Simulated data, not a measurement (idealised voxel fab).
Herein follows the process module entitled voxel self aligned vias.
This is section cut - it's 220 nm across, gridded in 5 nm square cells.
Square cells in a grid make up a cross-section in this document, and the grid is given as bands, listed from the top down, each one or more rows of cells.
A band entry consists of two parts. The first gives the height of the band's top and the height of its bottom, in nm. The rest lists the band's materials from left to right, each with its width in nm. A single material labelled with the word "full width" fills the band from edge to edge, and the word "empty" marks empty space.
All heights in this document are referenced to 0, defined as the level beneath which the wafer, as received, consists entirely of one material. The lowest band is not bounded below; it extends indefinitely downward and is written in the form "top 0, no bottom".
With a width like "30..40", each row of cells in the band differs from the next by the same amount, the top row carrying the first number and the bottom row the second.
"everything unchanged" after a step means that no cell of the cross-section changed.
"Enclosed void list": sealed empty spaces, 8 cells or more, no open way to top, listed width x height at distance, with distance from the left edge and width, height and distance in nm.
Where a step's line continues beyond its settings, the continuation is a remark by the simulator itself on that step.
overlay nm, on a step with a mask: how far to the right of its planned place the mask lay; to the left if negative
THE FOLLOWING LIST GIVES THE PLANNED PROCESS STEPS
1 RECEIVE,material Si
2 CONFORMAL_DEP,material SiO2,thk nm 10
3 CONFORMAL_DEP,material SiCN,thk nm 5
4 DIRECTIONAL_DEP,material SiO2,thk nm 25
5 MASKED_ETCH,tone open,mask id LINES,width nm 30,pitch nm 60,etch materials SiO2,depth nm 25,overlay nm 0
6 CONFORMAL_DEP,material TiN,thk nm 5
7 FILL_DEP,material W,thk nm 10
8 CMP,height nm 40
9 SELECTIVE_ETCH,etch materials W Ru TiN,depth nm 10
10 FILL_DEP,material SiN,thk nm 5
11 CMP,height nm 40
12 DIRECTIONAL_DEP,material SiO2,thk nm 20
13 DIRECTIONAL_DEP,material aC,thk nm 15
14 PATTERN,tone open,mask id VIAS,material resist,width nm 40,pitch nm 120,thk nm 30,overlay nm 0
15 DIRECTIONAL_ETCH,etch materials aC,depth nm 15
16 STRIP,etch materials resist
17 DIRECTIONAL_ETCH,etch materials SiO2,depth nm 20
18 DIRECTIONAL_ETCH,etch materials SiN,depth nm 10
19 STRIP,etch materials aC
20 CONFORMAL_DEP,material TiN,thk nm 5
21 FILL_DEP,material Cu,thk nm 5
22 CMP,height nm 60
23 CONFORMAL_DEP,material SiN,thk nm 5
THE CROSS-SECTION HERE SHOWS THE WAFER AS RECEIVED, I.E. IN ITS STATE AFTER STEP 1
  top 0, no bottom | Si full width
  Enclosed void list: none
THE FIRST OF TWO WAFERS, CROSS-SECTIONED AT THE END OF THE MODULE, WITH THE RUN PROCEEDING AS PLANNED
  top 65, bottom 60 | SiN full width
  top 60, bottom 45 | SiO2: 30 | TiN: 5 | Cu: 30 | TiN: 5 | SiO2: 80 | TiN: 5 | Cu: 30 | TiN: 5 | SiO2: 30
  top 45, bottom 40 | SiO2: 30 | TiN: 10 | Cu: 20 | TiN: 10 | SiO2: 80 | TiN: 10 | Cu: 20 | TiN: 10 | SiO2: 30
  top 40, bottom 35 | SiO2: 35 | TiN: 5 | Cu: 20 | TiN: 5 | SiO2: 30 | SiN: 30 | SiO2: 30 | TiN: 5 | Cu: 20 | TiN: 5 | SiO2: 35
  top 35, bottom 30 | SiO2: 35 | TiN: 30 | SiO2: 30 | SiN: 30 | SiO2: 30 | TiN: 30 | SiO2: 35
  top 30, bottom 20 | SiO2: 35 | TiN: 5 | W: 20 | TiN: 5 | SiO2: 30 | TiN: 5 | W: 20 | TiN: 5 | SiO2: 30 | TiN: 5 | W: 20 | TiN: 5 | SiO2: 35
  top 20, bottom 15 | SiO2: 35 | TiN: 30 | SiO2: 30 | TiN: 30 | SiO2: 30 | TiN: 30 | SiO2: 35
  top 15, bottom 10 | SiCN full width
  top 10, bottom 0 | SiO2 full width
  top 0, no bottom | Si full width
  Enclosed void list: none
SECOND WAFER THROUGH THE MODULE, SECTIONED AT THE END: SAME BEGINNING AND SAME PLAN AS THE FIRST WAFER, WITH ONE MISTAKE IN CARRYING IT OUT
  top 65, bottom 60 | SiN full width
  top 60, bottom 40 | SiO2: 30 | TiN: 5 | Cu: 30 | TiN: 5 | SiO2: 80 | TiN: 5 | Cu: 30 | TiN: 5 | SiO2: 30
  top 40, bottom 35 | SiO2: 30 | TiN: 5 | Cu: 30 | TiN: 5 | SiO2: 25 | SiN: 30 | SiO2: 25 | TiN: 5 | Cu: 30 | TiN: 5 | SiO2: 30
  top 35, bottom 30 | SiO2: 30 | TiN: 40 | SiO2: 25 | SiN: 30 | SiO2: 25 | TiN: 40 | SiO2: 30
  top 30, bottom 20 | SiO2: 30 | TiN: 10 | W: 20 | TiN: 10 | SiO2: 25 | TiN: 5 | W: 20 | TiN: 5 | SiO2: 25 | TiN: 10 | W: 20 | TiN: 10 | SiO2: 30
  top 20, bottom 15 | SiO2: 35 | TiN: 30 | SiO2: 30 | TiN: 30 | SiO2: 30 | TiN: 30 | SiO2: 35
  top 15, bottom 10 | SiCN full width
  top 10, bottom 0 | SiO2 full width
  top 0, no bottom | Si full width
  Enclosed void list: none
Misprocessing identified: heads up, step 17 of the plan got done twice
End check, counted in cells, second wafer has more or fewer of these materials than the first: Cu +8 | SiO2 -16 | TiN +8
